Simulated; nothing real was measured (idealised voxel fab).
Presented below is a process module, voxel spacer lines.
For reference, the cross-section in this document is cut, with width 235 nm and square cells of 5 nm.
Cross-section spec: square-cell grid; bands listed top down; each band is one or more rows.
Heads up on the band format: heights come first, top then bottom, in nm. After that it's the materials left to right, each with its width in nm. A single material flagged "edge to edge" fills the whole band edge to edge, and "empty" means there's empty space there.
Heads up on the height convention: 0 is the point under which the incoming wafer is all one material, and the lowest band has no bottom, it just keeps going down, like "0 down".
So if you see something like "30..40" for the width, read it as the top row of the band sitting at the first number and the bottom row at the second, with every row in between moving by the same amount as the last.
Where the words "no alteration" appear for a step, the cross-section shows no cell changed by that step; every cell remained as before.
Entry "Closed void table" = empty spaces >= 8 cells with no open way to the top; each as width x height at distance, distance from left edge, all nm.
If you see something after the settings on a step's line, that's the simulator's own remark about that step.
overlay nm: mask right of planned place by this much (step with mask). Neg. = left.

[plan]
1: RECEIVE | material Si
2: CONFORMAL_DEP | material SiO2 | thk nm 5
3: DIRECTIONAL_DEP | material TiN | thk nm 20
4: DIRECTIONAL_DEP | material aC | thk nm 20
5: PATTERN | tone cover | mask id MANDREL | material resist | width nm 15 | pitch nm 60 | thk nm 25 | overlay nm 0
6: DIRECTIONAL_ETCH | etch materials aC | depth nm 20
7: STRIP | etch materials resist
8: CONFORMAL_DEP | material SiN | thk nm 15
9: DIRECTIONAL_ETCH | etch materials SiN | depth nm 15
10: STRIP | etch materials aC
11: DIRECTIONAL_ETCH | etch materials TiN | depth nm 20
12: STRIP | etch materials SiN
13: FILL_DEP | material SiO2 | thk nm 5
14: CMP | height nm 25

[First of two wafers, with the run carried out as planned]

[Incoming wafer, cross-sectional view, post step 1]
  0 down: Si edge to edge
  Closed void table: none

[Wafer xsec, post step 2]
  5 to 0: SiO2 edge to edge
  Rest of section, below 0: as before.

[Wafer xsec, post step 3]
  25 to 5: TiN edge to edge
  Rest of section, below 5: as before.

[Wafer xsec, post step 4]
  45 to 25: aC edge to edge
  Rest of section, below 25: as before.

[Wafer xsec, post step 5]
  70 to 45: empty 80 nm  resist 15 nm  empty 45 nm  resist 15 nm  empty 80 nm
  Rest of section, below 45: as before.

[Wafer xsec, post step 6]
  50 to 45: empty 80 nm  resist 15 nm  empty 45 nm  resist 15 nm  empty 80 nm
  45 to 25: empty 80 nm  aC 15 nm  empty 45 nm  aC 15 nm  empty 80 nm
  Rest of section, below 25: as before.

[Wafer xsec, post step 7]
  45 to 25: empty 80 nm  aC 15 nm  empty 45 nm  aC 15 nm  empty 80 nm
  Rest of section, below 25: as before.

[Wafer xsec, post step 8]
  60 to 45: empty 65 nm  SiN 45 nm  empty 15 nm  SiN 45 nm  empty 65 nm
  45 to 40: empty 65 nm  SiN 15 nm  aC 15 nm  SiN 15 nm  empty 15 nm  SiN 15 nm  aC 15 nm  SiN 15 nm  empty 65 nm
  40 to 25: SiN 80 nm  aC 15 nm  SiN 45 nm  aC 15 nm  SiN 80 nm
  Rest of section, below 25: as before.

[Wafer xsec, post step 9]
  45 to 25: empty 65 nm  SiN 15 nm  aC 15 nm  SiN 15 nm  empty 15 nm  SiN 15 nm  aC 15 nm  SiN 15 nm  empty 65 nm
  Rest of section, below 25: as before.

[Wafer xsec, post step 10]
  45 to 25: empty 65 nm  SiN 15 nm  empty 15 nm  SiN 15 nm  empty 15 nm  SiN 15 nm  empty 15 nm  SiN 15 nm  empty 65 nm
  Rest of section, below 25: as before.

[Wafer xsec, post step 11]
  45 to 25: empty 65 nm  SiN 15 nm  empty 15 nm  SiN 15 nm  empty 15 nm  SiN 15 nm  empty 15 nm  SiN 15 nm  empty 65 nm
  25 to 5: empty 65 nm  TiN 15 nm  empty 15 nm  TiN 15 nm  empty 15 nm  TiN 15 nm  empty 15 nm  TiN 15 nm  empty 65 nm
  Rest of section, below 5: as before.

[Wafer xsec, post step 12]
  25 to 5: empty 65 nm  TiN 15 nm  empty 15 nm  TiN 15 nm  empty 15 nm  TiN 15 nm  empty 15 nm  TiN 15 nm  empty 65 nm
  Rest of section, below 5: as before.

[Wafer xsec, post step 13]
  30 to 25: SiO2 edge to edge
  25 to 5: SiO2 65 nm  TiN 15 nm  SiO2 15 nm  TiN 15 nm  SiO2 15 nm  TiN 15 nm  SiO2 15 nm  TiN 15 nm  SiO2 65 nm
  Rest of section, below 5: as before.

[Wafer xsec, post step 14]
  25 to 5: SiO2 65 nm  TiN 15 nm  SiO2 15 nm  TiN 15 nm  SiO2 15 nm  TiN 15 nm  SiO2 15 nm  TiN 15 nm  SiO2 65 nm
  Rest of section, below 5: as before.

[second wafer: like start, like plan, one mistake. Through step 4 it matches the first wafer]

[Second wafer, sectioned view, at step 5's planned end time]
  70 to 45: empty 75 nm  resist 25 nm  empty 35 nm  resist 25 nm  empty 75 nm
  Rest of section, below 45: as before.

[Second wafer, sectioned view, at step 6's planned end time]
  50 to 45: empty 75 nm  resist 25 nm  empty 35 nm  resist 25 nm  empty 75 nm
  45 to 25: empty 75 nm  aC 25 nm  empty 35 nm  aC 25 nm  empty 75 nm
  Rest of section, below 25: as before.

[Second wafer, sectioned view, at step 7's planned end time]
  45 to 25: empty 75 nm  aC 25 nm  empty 35 nm  aC 25 nm  empty 75 nm
  Rest of section, below 25: as before.

[Second wafer, sectioned view, at step 8's planned end time]
  60 to 45: empty 60 nm  SiN 55 nm  empty 5 nm  SiN 55 nm  empty 60 nm
  45 to 40: empty 60 nm  SiN 15 nm  aC 25 nm  SiN 15 nm  empty 5 nm  SiN 15 nm  aC 25 nm  SiN 15 nm  empty 60 nm
  40 to 25: SiN 75 nm  aC 25 nm  SiN 35 nm  aC 25 nm  SiN 75 nm
  Rest of section, below 25: as before.

[Second wafer, sectioned view, at step 9's planned end time]
  45 to 25: empty 60 nm  SiN 15 nm  aC 25 nm  SiN 15 nm  empty 5 nm  SiN 15 nm  aC 25 nm  SiN 15 nm  empty 60 nm
  Rest of section, below 25: as before.

[Second wafer, sectioned view, at step 10's planned end time]
  45 to 25: empty 60 nm  SiN 15 nm  empty 25 nm  SiN 15 nm  empty 5 nm  SiN 15 nm  empty 25 nm  SiN 15 nm  empty 60 nm
  Rest of section, below 25: as before.

[Second wafer, sectioned view, at step 11's planned end time]
  45 to 25: empty 60 nm  SiN 15 nm  empty 25 nm  SiN 15 nm  empty 5 nm  SiN 15 nm  empty 25 nm  SiN 15 nm  empty 60 nm
  25 to 5: empty 60 nm  TiN 15 nm  empty 25 nm  TiN 15 nm  empty 5 nm  TiN 15 nm  empty 25 nm  TiN 15 nm  empty 60 nm
  Rest of section, below 5: as before.

[Second wafer, sectioned view, at step 12's planned end time]
  25 to 5: empty 60 nm  TiN 15 nm  empty 25 nm  TiN 15 nm  empty 5 nm  TiN 15 nm  empty 25 nm  TiN 15 nm  empty 60 nm
  Rest of section, below 5: as before.

[Second wafer, sectioned view, at step 13's planned end time]
  30 to 25: SiO2 edge to edge
  25 to 5: SiO2 60 nm  TiN 15 nm  SiO2 25 nm  TiN 15 nm  SiO2 5 nm  TiN 15 nm  SiO2 25 nm  TiN 15 nm  SiO2 60 nm
  Rest of section, below 5: as before.

[Second wafer, sectioned view, at step 14's planned end time]
  25 to 5: SiO2 60 nm  TiN 15 nm  SiO2 25 nm  TiN 15 nm  SiO2 5 nm  TiN 15 nm  SiO2 25 nm  TiN 15 nm  SiO2 60 nm
  Rest of section, below 5: as before.
Finding, execution versus plan: step 5 ran with different settings than intended, the actual operation and settings being PATTERN | tone cover | mask id MANDREL | material resist | width nm 25 | pitch nm 60 | thk nm 25 | overlay nm 0
When the process is done, the second wafer contains the same cell count of every material as the first wafer, but distributed over other locations.
